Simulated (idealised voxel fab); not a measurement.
The name of this process module is voxel released beams.
Cross-sectional view cut (width: 200 nm; square cell size: 5 nm).
If you're reading a cross-section in this doc, picture square cells in a grid; it comes to you as bands, top ones listed first down to the bottom, and a band can be one or more rows of cells. What a band's entry tells you: where the top is and where the bottom is, as heights in nm, and after that what lies inside, material by material from left to right, each with its width in nm. Empty space is written as the word "empty", and a single material marked with the word "all across" occupies the band from edge to edge. Beneath 0, the wafer as received is one material, and that level is where height counting begins. The lowest band goes on downward without a bottom; it is written like "from 0 down". Read "30->40" as a graded width: first number on top, second number at the bottom, same change between each pair of neighbouring rows. What does "remains unaltered" mean for a step? It means no cell of the cross-section changed in that step. Entry "Closed internal voids". Content: empty spaces with no open connection to the top, size 8 cells or greater. Each: width x height at distance. Distance: from left edge. Unit: nm. It should be noted that, on the line of a given step, the content following the step's settings is a remark produced by the simulator itself with respect to that step. On any step carrying a mask, the "overlay nm" setting, if present on the step's line, tells how far right of its planned place the mask lay; negative values point to the left.
[Steps in the process plan]
1 RECEIVE, material Si
2 CONFORMAL_DEP, material SiN, thk nm 10
3 DIRECTIONAL_DEP, material SiO2, thk nm 10
4 MASKED_ETCH, tone open, mask id ANCHOR, width nm 30, etch materials SiO2, depth nm 10, overlay nm 0
5 CONFORMAL_DEP, material W, thk nm 10
6 DIRECTIONAL_DEP, material aC, thk nm 15
7 PATTERN, tone cover, mask id BEAM, material resist, width nm 90, thk nm 35, overlay nm 0
8 DIRECTIONAL_ETCH, etch materials aC, depth nm 15
9 STRIP, etch materials resist
10 DIRECTIONAL_ETCH, etch materials W, depth nm 10
11 STRIP, etch materials aC
12 STRIP, etch materials SiO2
[Step 1 complete: cross-section of the wafer as received]
    from 0 down  Si all across
    Closed internal voids: none
[Cross-section: first of two wafers, module finished, run according to plan]
    from 30 to 20  50 nm empty; 15 nm W; 10 nm empty; 65 nm W; 60 nm empty
    from 20 to 10  55 nm empty; 30 nm W; 115 nm empty
    from 10 to 0  SiN all across
    from 0 down  Si all across
    Closed internal voids: none
[Presented here is a cross-section of the second of the two wafers as it stood at the end of the module. It was started in the same manner and assigned the same plan as the first wafer; however, one mistake was made in its execution]
    from 25 to 15  50->55 nm empty; 10->5 nm W; 20 nm empty; 60->5 nm W; 60->115 nm empty
    from 15 to 10  55 nm empty; 30 nm W; 115 nm empty
    from 10 to 0  SiN all across
    from 0 down  Si all across
    Closed internal voids: none
What was the processing mistake? in deviation from the planned setting, step 5 was conducted as CONFORMAL_DEP, material W, thk nm 5
In the final state, the cell counts of the second wafer exceed or fall short of those of the first for the following materials: -22 W
